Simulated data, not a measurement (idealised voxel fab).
process module | voxel ribs on slabs
cross-section cut | 190 nm wide | cells 5 nm
A cross-section is a grid of square cells, given in bands from the top down. A band is one or more rows of cells.
Each band's line starts with the height of the band's top and of its bottom, in nm. Then come its materials from left to right, each with its width in nm. One material with "throughout" fills the band from edge to edge. "air" is empty space.
Height 0 is the level under which the wafer as received is all one material. The lowest band goes on downwards, as in "0 down".
A width such as "30 to 40" changes by the same amount from each row of cells to the next, from the band's top row to its bottom row.
"no change" after a step means that no cell of the cross-section changed.
closed voids: empty space of 8 cells or more with no open way to the top, each as width x height at its distance from the left edge, in nm
after a step's settings: what the simulator itself notes on the step
overlay nm, on a step with a mask: how far to the right of its planned place the mask lay; to the left if negative
plan
1 op RECEIVE | material Si
2 op DIRECTIONAL_DEP | material SiO2 | thk nm 20
3 op DIRECTIONAL_DEP | material SiN | thk nm 15
4 op DIRECTIONAL_DEP | material aC | thk nm 10
5 op PATTERN | tone cover | mask id RIB | material resist | width nm 20 | thk nm 25 | overlay nm 0
6 op DIRECTIONAL_ETCH | etch materials aC | depth nm 10
7 op STRIP | etch materials resist
8 op DIRECTIONAL_ETCH | etch materials SiN | depth nm 10
9 op STRIP | etch materials aC
10 op MASKED_ETCH | tone cover | mask id SLAB | width nm 50 | etch materials SiN | depth nm 5 | overlay nm 0
11 op FILL_DEP | material SiO2 | thk nm 20
12 op CMP | height nm 35
13 op DIRECTIONAL_DEP | material TiN | thk nm 5
14 op MASKED_ETCH | tone cover | mask id HEATER | width nm 30 | etch materials TiN | depth nm 5 | overlay nm 0
15 op CONFORMAL_DEP | material SiO2 | thk nm 5
varied across the wafers: height nm of step 12. The plan shows the first wafer's value. All wafers start alike
first wafer as received, after step 1
  0 down: Si throughout
  closed voids: none
each wafer at the end: cells of each material gained (+) or lost (-) since it was received, then its closed voids
height nm 35 | +18 SiN | +288 SiO2 | +6 TiN | closed voids: none
height nm 40 | +18 SiN | +326 SiO2 | +6 TiN | closed voids: none
height nm 45 | +18 SiN | +364 SiO2 | +6 TiN | closed voids: none
height nm 50 | +18 SiN | +402 SiO2 | +6 TiN | closed voids: none
height nm 55 | +18 SiN | +440 SiO2 | +6 TiN | closed voids: none
